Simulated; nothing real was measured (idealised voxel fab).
The following process module bears the name voxel self aligned contacts.
In the cross-section labelled cut, the width is 260 nm and each square cell is 5 nm.
A cross-section in this document is a grid of square cells, and it is written down as bands, the top band listed before the ones below it; a band is made up of one or more rows of cells.
What a band's entry tells you: where the top is and where the bottom is, as heights in nm, and after that what lies inside, material by material from left to right, each with its width in nm. Empty space is written as the word "blank", and a single material marked with the word "edge to edge" occupies the band from edge to edge.
Convention: height 0 is the level below which the wafer, as received, is all one material. The lowest band does not terminate at the bottom but continues downward, represented as "0 and below".
A width such as "30 to 40" changes by the same amount from each row of cells to the next, from the band's top row to its bottom row.
No cell of the cross-section changed in a step that is given as "no alteration".
Empty spaces without an open route to the top, at least 8 cells in extent, make up the entry "Cavities, closed"; each is given as width x height at distance, where the distance is measured from the left edge, and all are in nm.
Step line, after settings: the simulator's comment on this step.
If you see "overlay nm" on a step's line and that step has a mask, it's telling you how far right of where it was planned the mask ended up; a negative number means it went left instead.

The steps planned for the process are as follows:
1,RECEIVE, material Si
2,CONFORMAL_DEP, material SiO2, thk nm 5
3,DIRECTIONAL_DEP, material polySi, thk nm 30
4,DIRECTIONAL_DEP, material SiN, thk nm 15
5,MASKED_ETCH, tone cover, mask id GATE, width nm 25, pitch nm 55, etch materials SiN, depth nm 15, overlay nm 0
6,MASKED_ETCH, tone cover, mask id GATE, width nm 25, pitch nm 55, etch materials polySi, depth nm 30, overlay nm 0
7,CONFORMAL_DEP, material SiN, thk nm 5
8,DIRECTIONAL_ETCH, etch materials SiN, depth nm 5
9,FILL_DEP, material SiO2, thk nm 20
10,CMP, height nm 60
11,PATTERN, tone open, mask id CONTACT, material resist, width nm 40, thk nm 20, overlay nm 0
12,DIRECTIONAL_ETCH, etch materials SiO2, depth nm 60
13,STRIP, etch materials resist
14,CONFORMAL_DEP, material TiN, thk nm 5
15,FILL_DEP, material Ru, thk nm 5
16,CMP, height nm 60
17,CONFORMAL_DEP, material SiCN, thk nm 5

first wafer, as planned:

Delivered wafer in cross-section: state after step 1:
	0 and below  Si edge to edge
	Cavities, closed: none

Step 2 complete: cross-section through the wafer:
	5 down to 0  SiO2 edge to edge
	Below 0 it's all the same as before, nothing changed down there.

Step 3 complete: cross-section through the wafer:
	35 down to 5  polySi edge to edge
	Below 5 it's all the same as before, nothing changed down there.

Step 4 complete: cross-section through the wafer:
	50 down to 35  SiN edge to edge
	Below 35 it's all the same as before, nothing changed down there.

Step 5 complete: cross-section through the wafer:
	50 down to 35  90 nm blank; 25 nm SiN; 30 nm blank; 25 nm SiN; 90 nm blank
	Below 35 it's all the same as before, nothing changed down there.

Step 6 complete: cross-section through the wafer:
	50 down to 35  90 nm blank; 25 nm SiN; 30 nm blank; 25 nm SiN; 90 nm blank
	35 down to 5  90 nm blank; 25 nm polySi; 30 nm blank; 25 nm polySi; 90 nm blank
	Below 5 it's all the same as before, nothing changed down there.

Step 7 complete: cross-section through the wafer:
	55 down to 35  85 nm blank; 35 nm SiN; 20 nm blank; 35 nm SiN; 85 nm blank
	35 down to 10  85 nm blank; 5 nm SiN; 25 nm polySi; 5 nm SiN; 20 nm blank; 5 nm SiN; 25 nm polySi; 5 nm SiN; 85 nm blank
	10 down to 5  90 nm SiN; 25 nm polySi; 30 nm SiN; 25 nm polySi; 90 nm SiN
	Below 5 it's all the same as before, nothing changed down there.

Step 8 complete: cross-section through the wafer:
	50 down to 35  85 nm blank; 35 nm SiN; 20 nm blank; 35 nm SiN; 85 nm blank
	35 down to 5  85 nm blank; 5 nm SiN; 25 nm polySi; 5 nm SiN; 20 nm blank; 5 nm SiN; 25 nm polySi; 5 nm SiN; 85 nm blank
	Below 5 it's all the same as before, nothing changed down there.

Step 9 complete: cross-section through the wafer:
	70 down to 50  SiO2 edge to edge
	50 down to 35  85 nm SiO2; 35 nm SiN; 20 nm SiO2; 35 nm SiN; 85 nm SiO2
	35 down to 5  85 nm SiO2; 5 nm SiN; 25 nm polySi; 5 nm SiN; 20 nm SiO2; 5 nm SiN; 25 nm polySi; 5 nm SiN; 85 nm SiO2
	Below 5 it's all the same as before, nothing changed down there.

Step 10 complete: cross-section through the wafer:
	60 down to 50  SiO2 edge to edge
	Below 50 it's all the same as before, nothing changed down there.

Step 11 complete: cross-section through the wafer:
	80 down to 60  110 nm resist; 40 nm blank; 110 nm resist
	Below 60 it's all the same as before, nothing changed down there.

Step 12 complete: cross-section through the wafer:
	80 down to 60  110 nm resist; 40 nm blank; 110 nm resist
	60 down to 50  110 nm SiO2; 40 nm blank; 110 nm SiO2
	50 down to 35  85 nm SiO2; 35 nm SiN; 20 nm blank; 35 nm SiN; 85 nm SiO2
	35 down to 5  85 nm SiO2; 5 nm SiN; 25 nm polySi; 5 nm SiN; 20 nm blank; 5 nm SiN; 25 nm polySi; 5 nm SiN; 85 nm SiO2
	5 down to 0  120 nm SiO2; 20 nm blank; 120 nm SiO2
	Below 0 it's all the same as before, nothing changed down there.

Step 13 complete: cross-section through the wafer:
	60 down to 50  110 nm SiO2; 40 nm blank; 110 nm SiO2
	Below 50 it's all the same as before, nothing changed down there.

Step 14 complete: cross-section through the wafer:
	65 down to 60  115 nm TiN; 30 nm blank; 115 nm TiN
	60 down to 50  110 nm SiO2; 5 to 15 nm TiN; 30 to 10 nm blank; 5 to 15 nm TiN; 110 nm SiO2
	50 down to 35  85 nm SiO2; 35 nm SiN; 5 nm TiN; 10 nm blank; 5 nm TiN; 35 nm SiN; 85 nm SiO2
	35 down to 5  85 nm SiO2; 5 nm SiN; 25 nm polySi; 5 nm SiN; 5 nm TiN; 10 nm blank; 5 nm TiN; 5 nm SiN; 25 nm polySi; 5 nm SiN; 85 nm SiO2
	5 down to 0  120 nm SiO2; 20 nm TiN; 120 nm SiO2
	Below 0 it's all the same as before, nothing changed down there.

Step 15 complete: cross-section through the wafer:
	70 down to 65  Ru edge to edge
	65 down to 60  115 nm TiN; 30 nm Ru; 115 nm TiN
	60 down to 50  110 nm SiO2; 5 to 15 nm TiN; 30 to 10 nm Ru; 5 to 15 nm TiN; 110 nm SiO2
	50 down to 35  85 nm SiO2; 35 nm SiN; 5 nm TiN; 10 nm Ru; 5 nm TiN; 35 nm SiN; 85 nm SiO2
	35 down to 5  85 nm SiO2; 5 nm SiN; 25 nm polySi; 5 nm SiN; 5 nm TiN; 10 nm Ru; 5 nm TiN; 5 nm SiN; 25 nm polySi; 5 nm SiN; 85 nm SiO2
	Below 5 it's all the same as before, nothing changed down there.

Step 16 complete: cross-section through the wafer:
	60 down to 50  110 nm SiO2; 5 to 15 nm TiN; 30 to 10 nm Ru; 5 to 15 nm TiN; 110 nm SiO2
	Below 50 it's all the same as before, nothing changed down there.

Step 17 complete: cross-section through the wafer:
	65 down to 60  SiCN edge to edge
	Below 60 it's all the same as before, nothing changed down there.

Wafer two of the pair: same origin, same plan, one error during the run; identical to wafer one up to and including step 2:

Planned end of step 3: second wafer, cross-section:
	20 down to 5  SiN edge to edge
	Below 5 it's all the same as before, nothing changed down there.

Planned end of step 4: second wafer, cross-section:
	50 down to 20  polySi edge to edge
	Below 20 it's all the same as before, nothing changed down there.

Planned end of step 5: second wafer, cross-section: no alteration

Planned end of step 6: second wafer, cross-section:
	50 down to 20  90 nm blank; 25 nm polySi; 30 nm blank; 25 nm polySi; 90 nm blank
	Below 20 it's all the same as before, nothing changed down there.

Planned end of step 7: second wafer, cross-section:
	55 down to 50  85 nm blank; 35 nm SiN; 20 nm blank; 35 nm SiN; 85 nm blank
	50 down to 25  85 nm blank; 5 nm SiN; 25 nm polySi; 5 nm SiN; 20 nm blank; 5 nm SiN; 25 nm polySi; 5 nm SiN; 85 nm blank
	25 down to 20  90 nm SiN; 25 nm polySi; 30 nm SiN; 25 nm polySi; 90 nm SiN
	Below 20 it's all the same as before, nothing changed down there.

Planned end of step 8: second wafer, cross-section:
	50 down to 20  85 nm blank; 5 nm SiN; 25 nm polySi; 5 nm SiN; 20 nm blank; 5 nm SiN; 25 nm polySi; 5 nm SiN; 85 nm blank
	Below 20 it's all the same as before, nothing changed down there.

Planned end of step 9: second wafer, cross-section:
	70 down to 50  SiO2 edge to edge
	50 down to 20  85 nm SiO2; 5 nm SiN; 25 nm polySi; 5 nm SiN; 20 nm SiO2; 5 nm SiN; 25 nm polySi; 5 nm SiN; 85 nm SiO2
	Below 20 it's all the same as before, nothing changed down there.

Planned end of step 10: second wafer, cross-section:
	60 down to 50  SiO2 edge to edge
	Below 50 it's all the same as before, nothing changed down there.

Planned end of step 11: second wafer, cross-section:
	80 down to 60  110 nm resist; 40 nm blank; 110 nm resist
	Below 60 it's all the same as before, nothing changed down there.

Planned end of step 12: second wafer, cross-section:
	80 down to 60  110 nm resist; 40 nm blank; 110 nm resist
	60 down to 50  110 nm SiO2; 40 nm blank; 110 nm SiO2
	50 down to 20  85 nm SiO2; 5 nm SiN; 25 nm polySi; 5 nm SiN; 20 nm blank; 5 nm SiN; 25 nm polySi; 5 nm SiN; 85 nm SiO2
	Below 20 it's all the same as before, nothing changed down there.

Planned end of step 13: second wafer, cross-section:
	60 down to 50  110 nm SiO2; 40 nm blank; 110 nm SiO2
	Below 50 it's all the same as before, nothing changed down there.

Planned end of step 14: second wafer, cross-section:
	65 down to 60  115 nm TiN; 30 nm blank; 115 nm TiN
	60 down to 50  110 nm SiO2; 5 to 15 nm TiN; 30 to 10 nm blank; 5 to 15 nm TiN; 110 nm SiO2
	50 down to 25  85 nm SiO2; 5 nm SiN; 25 nm polySi; 5 nm SiN; 5 nm TiN; 10 nm blank; 5 nm TiN; 5 nm SiN; 25 nm polySi; 5 nm SiN; 85 nm SiO2
	25 down to 20  85 nm SiO2; 5 nm SiN; 25 nm polySi; 5 nm SiN; 20 nm TiN; 5 nm SiN; 25 nm polySi; 5 nm SiN; 85 nm SiO2
	Below 20 it's all the same as before, nothing changed down there.

Planned end of step 15: second wafer, cross-section:
	70 down to 65  Ru edge to edge
	65 down to 60  115 nm TiN; 30 nm Ru; 115 nm TiN
	60 down to 50  110 nm SiO2; 5 to 15 nm TiN; 30 to 10 nm Ru; 5 to 15 nm TiN; 110 nm SiO2
	50 down to 25  85 nm SiO2; 5 nm SiN; 25 nm polySi; 5 nm SiN; 5 nm TiN; 10 nm Ru; 5 nm TiN; 5 nm SiN; 25 nm polySi; 5 nm SiN; 85 nm SiO2
	Below 25 it's all the same as before, nothing changed down there.

Planned end of step 16: second wafer, cross-section:
	60 down to 50  110 nm SiO2; 5 to 15 nm TiN; 30 to 10 nm Ru; 5 to 15 nm TiN; 110 nm SiO2
	Below 50 it's all the same as before, nothing changed down there.

Planned end of step 17: second wafer, cross-section:
	65 down to 60  SiCN edge to edge
	Below 60 it's all the same as before, nothing changed down there.
Deviation noted in wafer processing: step 4 occupied the plan position of step 3, and the converse holds as well
Final comparison by cell count, materials where the second wafer has more or fewer than the first: -8 Ru, +114 SiN, -98 SiO2, -8 TiN
